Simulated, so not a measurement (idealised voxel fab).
The following is a process module called voxel gate over fins.
Pictured: cross-section cut, 185 nm wide, on a grid of 5 nm square cells.
How to read a cross-section here: the picture is a grid of square cells, written as bands going from the top down, and any band can span one or more rows of cells.
What a band's entry tells you: where the top is and where the bottom is, as heights in nm, and after that what lies inside, material by material from left to right, each with its width in nm. Empty space is written as the word "air", and a single material marked with the word "all across" occupies the band from edge to edge.
Height 0 is the level under which the wafer as received is all one material. The lowest band goes on downwards, as in "0 nm and below".
Width spec "30..40" -> top row of cells at first value, bottom row at second value, equal per-row change in between.
No cell of the cross-section changed in a step that is given as "nothing different".
The list in "Sealed cavities" covers empty spaces of 8 cells or more that cannot reach the top through any open way, and it gives each as width x height at distance; the distance is from the left edge, and width, height and distance are in nm.
On a step's line, text after the settings is the simulator commenting on that step.
Regarding "overlay nm": on a step with a mask, it is the distance the mask lay to the right of its planned place; a negative value places it to the left.
Steps planned for the process
1 RECEIVE [material Si]
2 CONFORMAL_DEP [material SiN] [thk nm 10]
3 PATTERN [tone cover] [mask id FINS] [material resist] [width nm 15] [pitch nm 40] [thk nm 20] [overlay nm 0]
4 DIRECTIONAL_ETCH [etch materials SiN] [depth nm 10]
5 DIRECTIONAL_ETCH [etch materials Si] [depth nm 35]
6 STRIP [etch materials resist]
7 FILL_DEP [material SiO2] [thk nm 5]
8 CMP [height nm 10]
9 SELECTIVE_ETCH [etch materials SiO2] [depth nm 25]
10 STRIP [etch materials SiN]
11 CONFORMAL_DEP [material HfO2] [thk nm 5]
12 CONFORMAL_DEP [material TiN] [thk nm 5]
13 CONFORMAL_DEP [material TiAl] [thk nm 5]
14 CONFORMAL_DEP [material TiN] [thk nm 5]
15 FILL_DEP [material W] [thk nm 15]
16 CMP [height nm 30]
17 CONFORMAL_DEP [material SiCN] [thk nm 5]
Of two wafers, the first: run according to plan
Received-state cross-section, reflecting completion of step 1
0 nm and below = Si all across
Sealed cavities: none
Cross-section through the wafer, step 2 finished
10 nm to 0 nm = SiN all across
Heights below 0 show no change.
Cross-section through the wafer, step 3 finished
30 nm to 10 nm = air 45 nm  resist 15 nm  air 25 nm  resist 15 nm  air 25 nm  resist 15 nm  air 45 nm
Heights below 10 show no change.
Cross-section through the wafer, step 4 finished
30 nm to 10 nm = air 45 nm  resist 15 nm  air 25 nm  resist 15 nm  air 25 nm  resist 15 nm  air 45 nm
10 nm to 0 nm = air 45 nm  SiN 15 nm  air 25 nm  SiN 15 nm  air 25 nm  SiN 15 nm  air 45 nm
Heights below 0 show no change.
Cross-section through the wafer, step 5 finished
30 nm to 10 nm = air 45 nm  resist 15 nm  air 25 nm  resist 15 nm  air 25 nm  resist 15 nm  air 45 nm
10 nm to 0 nm = air 45 nm  SiN 15 nm  air 25 nm  SiN 15 nm  air 25 nm  SiN 15 nm  air 45 nm
0 nm to -35 nm = air 45 nm  Si 15 nm  air 25 nm  Si 15 nm  air 25 nm  Si 15 nm  air 45 nm
Heights below -35 show no change.
Cross-section through the wafer, step 6 finished
10 nm to 0 nm = air 45 nm  SiN 15 nm  air 25 nm  SiN 15 nm  air 25 nm  SiN 15 nm  air 45 nm
Heights below 0 show no change.
Cross-section through the wafer, step 7 finished
15 nm to 10 nm = SiO2 all across
10 nm to 0 nm = SiO2 45 nm  SiN 15 nm  SiO2 25 nm  SiN 15 nm  SiO2 25 nm  SiN 15 nm  SiO2 45 nm
0 nm to -35 nm = SiO2 45 nm  Si 15 nm  SiO2 25 nm  Si 15 nm  SiO2 25 nm  Si 15 nm  SiO2 45 nm
Heights below -35 show no change.
Cross-section through the wafer, step 8 finished
10 nm to 0 nm = SiO2 45 nm  SiN 15 nm  SiO2 25 nm  SiN 15 nm  SiO2 25 nm  SiN 15 nm  SiO2 45 nm
Heights below 0 show no change.
Cross-section through the wafer, step 9 finished
10 nm to 0 nm = air 45 nm  SiN 15 nm  air 25 nm  SiN 15 nm  air 25 nm  SiN 15 nm  air 45 nm
0 nm to -15 nm = air 45 nm  Si 15 nm  air 25 nm  Si 15 nm  air 25 nm  Si 15 nm  air 45 nm
Heights below -15 show no change.
Cross-section through the wafer, step 10 finished
0 nm to -15 nm = air 45 nm  Si 15 nm  air 25 nm  Si 15 nm  air 25 nm  Si 15 nm  air 45 nm
Heights below -15 show no change.
Cross-section through the wafer, step 11 finished
5 nm to 0 nm = air 40 nm  HfO2 25 nm  air 15 nm  HfO2 25 nm  air 15 nm  HfO2 25 nm  air 40 nm
0 nm to -10 nm = air 40 nm  HfO2 5 nm  Si 15 nm  HfO2 5 nm  air 15 nm  HfO2 5 nm  Si 15 nm  HfO2 5 nm  air 15 nm  HfO2 5 nm  Si 15 nm  HfO2 5 nm  air 40 nm
-10 nm to -15 nm = HfO2 45 nm  Si 15 nm  HfO2 25 nm  Si 15 nm  HfO2 25 nm  Si 15 nm  HfO2 45 nm
Heights below -15 show no change.
Cross-section through the wafer, step 12 finished
10 nm to 5 nm = air 35 nm  TiN 35 nm  air 5 nm  TiN 35 nm  air 5 nm  TiN 35 nm  air 35 nm
5 nm to 0 nm = air 35 nm  TiN 5 nm  HfO2 25 nm  TiN 5 nm  air 5 nm  TiN 5 nm  HfO2 25 nm  TiN 5 nm  air 5 nm  TiN 5 nm  HfO2 25 nm  TiN 5 nm  air 35 nm
0 nm to -5 nm = air 35 nm  TiN 5 nm  HfO2 5 nm  Si 15 nm  HfO2 5 nm  TiN 5 nm  air 5 nm  TiN 5 nm  HfO2 5 nm  Si 15 nm  HfO2 5 nm  TiN 5 nm  air 5 nm  TiN 5 nm  HfO2 5 nm  Si 15 nm  HfO2 5 nm  TiN 5 nm  air 35 nm
-5 nm to -10 nm = TiN 40 nm  HfO2 5 nm  Si 15 nm  HfO2 5 nm  TiN 15 nm  HfO2 5 nm  Si 15 nm  HfO2 5 nm  TiN 15 nm  HfO2 5 nm  Si 15 nm  HfO2 5 nm  TiN 40 nm
Heights below -10 show no change.
Cross-section through the wafer, step 13 finished
15 nm to 10 nm = air 30 nm  TiAl 125 nm  air 30 nm
10 nm to 5 nm = air 30 nm  TiAl 5 nm  TiN 35 nm  TiAl 5 nm  TiN 35 nm  TiAl 5 nm  TiN 35 nm  TiAl 5 nm  air 30 nm
5 nm to 0 nm = air 30 nm  TiAl 5 nm  TiN 5 nm  HfO2 25 nm  TiN 5 nm  TiAl 5 nm  TiN 5 nm  HfO2 25 nm  TiN 5 nm  TiAl 5 nm  TiN 5 nm  HfO2 25 nm  TiN 5 nm  TiAl 5 nm  air 30 nm
0 nm to -5 nm = TiAl 35 nm  TiN 5 nm  HfO2 5 nm  Si 15 nm  HfO2 5 nm  TiN 5 nm  TiAl 5 nm  TiN 5 nm  HfO2 5 nm  Si 15 nm  HfO2 5 nm  TiN 5 nm  TiAl 5 nm  TiN 5 nm  HfO2 5 nm  Si 15 nm  HfO2 5 nm  TiN 5 nm  TiAl 35 nm
Heights below -5 show no change.
Cross-section through the wafer, step 14 finished
20 nm to 15 nm = air 25 nm  TiN 135 nm  air 25 nm
15 nm to 10 nm = air 25 nm  TiN 5 nm  TiAl 125 nm  TiN 5 nm  air 25 nm
10 nm to 5 nm = air 25 nm  TiN 5 nm  TiAl 5 nm  TiN 35 nm  TiAl 5 nm  TiN 35 nm  TiAl 5 nm  TiN 35 nm  TiAl 5 nm  TiN 5 nm  air 25 nm
5 nm to 0 nm = TiN 30 nm  TiAl 5 nm  TiN 5 nm  HfO2 25 nm  TiN 5 nm  TiAl 5 nm  TiN 5 nm  HfO2 25 nm  TiN 5 nm  TiAl 5 nm  TiN 5 nm  HfO2 25 nm  TiN 5 nm  TiAl 5 nm  TiN 30 nm
Heights below 0 show no change.
Cross-section through the wafer, step 15 finished
35 nm to 20 nm = W all across
20 nm to 15 nm = W 25 nm  TiN 135 nm  W 25 nm
15 nm to 10 nm = W 25 nm  TiN 5 nm  TiAl 125 nm  TiN 5 nm  W 25 nm
10 nm to 5 nm = W 25 nm  TiN 5 nm  TiAl 5 nm  TiN 35 nm  TiAl 5 nm  TiN 35 nm  TiAl 5 nm  TiN 35 nm  TiAl 5 nm  TiN 5 nm  W 25 nm
Heights below 5 show no change.
Cross-section through the wafer, step 16 finished
30 nm to 20 nm = W all across
Heights below 20 show no change.
Cross-section through the wafer, step 17 finished
35 nm to 30 nm = SiCN all across
Heights below 30 show no change.
second wafer: like start, like plan, one mistake. Through step 4 it matches the first wafer
Second wafer at the planned finish of step 5, seen in cross-section
30 nm to 10 nm = air 45 nm  resist 15 nm  air 25 nm  resist 15 nm  air 25 nm  resist 15 nm  air 45 nm
10 nm to 0 nm = air 45 nm  SiN 15 nm  air 25 nm  SiN 15 nm  air 25 nm  SiN 15 nm  air 45 nm
0 nm to -70 nm = air 45 nm  Si 15 nm  air 25 nm  Si 15 nm  air 25 nm  Si 15 nm  air 45 nm
Heights below -70 show no change.
Second wafer at the planned finish of step 6, seen in cross-section
10 nm to 0 nm = air 45 nm  SiN 15 nm  air 25 nm  SiN 15 nm  air 25 nm  SiN 15 nm  air 45 nm
Heights below 0 show no change.
Second wafer at the planned finish of step 7, seen in cross-section
15 nm to 10 nm = SiO2 all across
10 nm to 0 nm = SiO2 45 nm  SiN 15 nm  SiO2 25 nm  SiN 15 nm  SiO2 25 nm  SiN 15 nm  SiO2 45 nm
0 nm to -70 nm = SiO2 45 nm  Si 15 nm  SiO2 25 nm  Si 15 nm  SiO2 25 nm  Si 15 nm  SiO2 45 nm
Heights below -70 show no change.
Second wafer at the planned finish of step 8, seen in cross-section
10 nm to 0 nm = SiO2 45 nm  SiN 15 nm  SiO2 25 nm  SiN 15 nm  SiO2 25 nm  SiN 15 nm  SiO2 45 nm
Heights below 0 show no change.
Second wafer at the planned finish of step 9, seen in cross-section
10 nm to 0 nm = air 45 nm  SiN 15 nm  air 25 nm  SiN 15 nm  air 25 nm  SiN 15 nm  air 45 nm
0 nm to -15 nm = air 45 nm  Si 15 nm  air 25 nm  Si 15 nm  air 25 nm  Si 15 nm  air 45 nm
Heights below -15 show no change.
Second wafer at the planned finish of step 10, seen in cross-section
0 nm to -15 nm = air 45 nm  Si 15 nm  air 25 nm  Si 15 nm  air 25 nm  Si 15 nm  air 45 nm
Heights below -15 show no change.
Second wafer at the planned finish of step 11, seen in cross-section
5 nm to 0 nm = air 40 nm  HfO2 25 nm  air 15 nm  HfO2 25 nm  air 15 nm  HfO2 25 nm  air 40 nm
0 nm to -10 nm = air 40 nm  HfO2 5 nm  Si 15 nm  HfO2 5 nm  air 15 nm  HfO2 5 nm  Si 15 nm  HfO2 5 nm  air 15 nm  HfO2 5 nm  Si 15 nm  HfO2 5 nm  air 40 nm
-10 nm to -15 nm = HfO2 45 nm  Si 15 nm  HfO2 25 nm  Si 15 nm  HfO2 25 nm  Si 15 nm  HfO2 45 nm
Heights below -15 show no change.
Second wafer at the planned finish of step 12, seen in cross-section
10 nm to 5 nm = air 35 nm  TiN 35 nm  air 5 nm  TiN 35 nm  air 5 nm  TiN 35 nm  air 35 nm
5 nm to 0 nm = air 35 nm  TiN 5 nm  HfO2 25 nm  TiN 5 nm  air 5 nm  TiN 5 nm  HfO2 25 nm  TiN 5 nm  air 5 nm  TiN 5 nm  HfO2 25 nm  TiN 5 nm  air 35 nm
0 nm to -5 nm = air 35 nm  TiN 5 nm  HfO2 5 nm  Si 15 nm  HfO2 5 nm  TiN 5 nm  air 5 nm  TiN 5 nm  HfO2 5 nm  Si 15 nm  HfO2 5 nm  TiN 5 nm  air 5 nm  TiN 5 nm  HfO2 5 nm  Si 15 nm  HfO2 5 nm  TiN 5 nm  air 35 nm
-5 nm to -10 nm = TiN 40 nm  HfO2 5 nm  Si 15 nm  HfO2 5 nm  TiN 15 nm  HfO2 5 nm  Si 15 nm  HfO2 5 nm  TiN 15 nm  HfO2 5 nm  Si 15 nm  HfO2 5 nm  TiN 40 nm
Heights below -10 show no change.
Second wafer at the planned finish of step 13, seen in cross-section
15 nm to 10 nm = air 30 nm  TiAl 125 nm  air 30 nm
10 nm to 5 nm = air 30 nm  TiAl 5 nm  TiN 35 nm  TiAl 5 nm  TiN 35 nm  TiAl 5 nm  TiN 35 nm  TiAl 5 nm  air 30 nm
5 nm to 0 nm = air 30 nm  TiAl 5 nm  TiN 5 nm  HfO2 25 nm  TiN 5 nm  TiAl 5 nm  TiN 5 nm  HfO2 25 nm  TiN 5 nm  TiAl 5 nm  TiN 5 nm  HfO2 25 nm  TiN 5 nm  TiAl 5 nm  air 30 nm
0 nm to -5 nm = TiAl 35 nm  TiN 5 nm  HfO2 5 nm  Si 15 nm  HfO2 5 nm  TiN 5 nm  TiAl 5 nm  TiN 5 nm  HfO2 5 nm  Si 15 nm  HfO2 5 nm  TiN 5 nm  TiAl 5 nm  TiN 5 nm  HfO2 5 nm  Si 15 nm  HfO2 5 nm  TiN 5 nm  TiAl 35 nm
Heights below -5 show no change.
Second wafer at the planned finish of step 14, seen in cross-section
20 nm to 15 nm = air 25 nm  TiN 135 nm  air 25 nm
15 nm to 10 nm = air 25 nm  TiN 5 nm  TiAl 125 nm  TiN 5 nm  air 25 nm
10 nm to 5 nm = air 25 nm  TiN 5 nm  TiAl 5 nm  TiN 35 nm  TiAl 5 nm  TiN 35 nm  TiAl 5 nm  TiN 35 nm  TiAl 5 nm  TiN 5 nm  air 25 nm
5 nm to 0 nm = TiN 30 nm  TiAl 5 nm  TiN 5 nm  HfO2 25 nm  TiN 5 nm  TiAl 5 nm  TiN 5 nm  HfO2 25 nm  TiN 5 nm  TiAl 5 nm  TiN 5 nm  HfO2 25 nm  TiN 5 nm  TiAl 5 nm  TiN 30 nm
Heights below 0 show no change.
Second wafer at the planned finish of step 15, seen in cross-section
35 nm to 20 nm = W all across
20 nm to 15 nm = W 25 nm  TiN 135 nm  W 25 nm
15 nm to 10 nm = W 25 nm  TiN 5 nm  TiAl 125 nm  TiN 5 nm  W 25 nm
10 nm to 5 nm = W 25 nm  TiN 5 nm  TiAl 5 nm  TiN 35 nm  TiAl 5 nm  TiN 35 nm  TiAl 5 nm  TiN 35 nm  TiAl 5 nm  TiN 5 nm  W 25 nm
Heights below 5 show no change.
Second wafer at the planned finish of step 16, seen in cross-section
30 nm to 20 nm = W all across
Heights below 20 show no change.
Second wafer at the planned finish of step 17, seen in cross-section
35 nm to 30 nm = SiCN all across
Heights below 30 show no change.
Deviation from plan: execution of plan step 5 occurred twice
at the end the second wafer has, in cells: Si -196, SiO2 +196
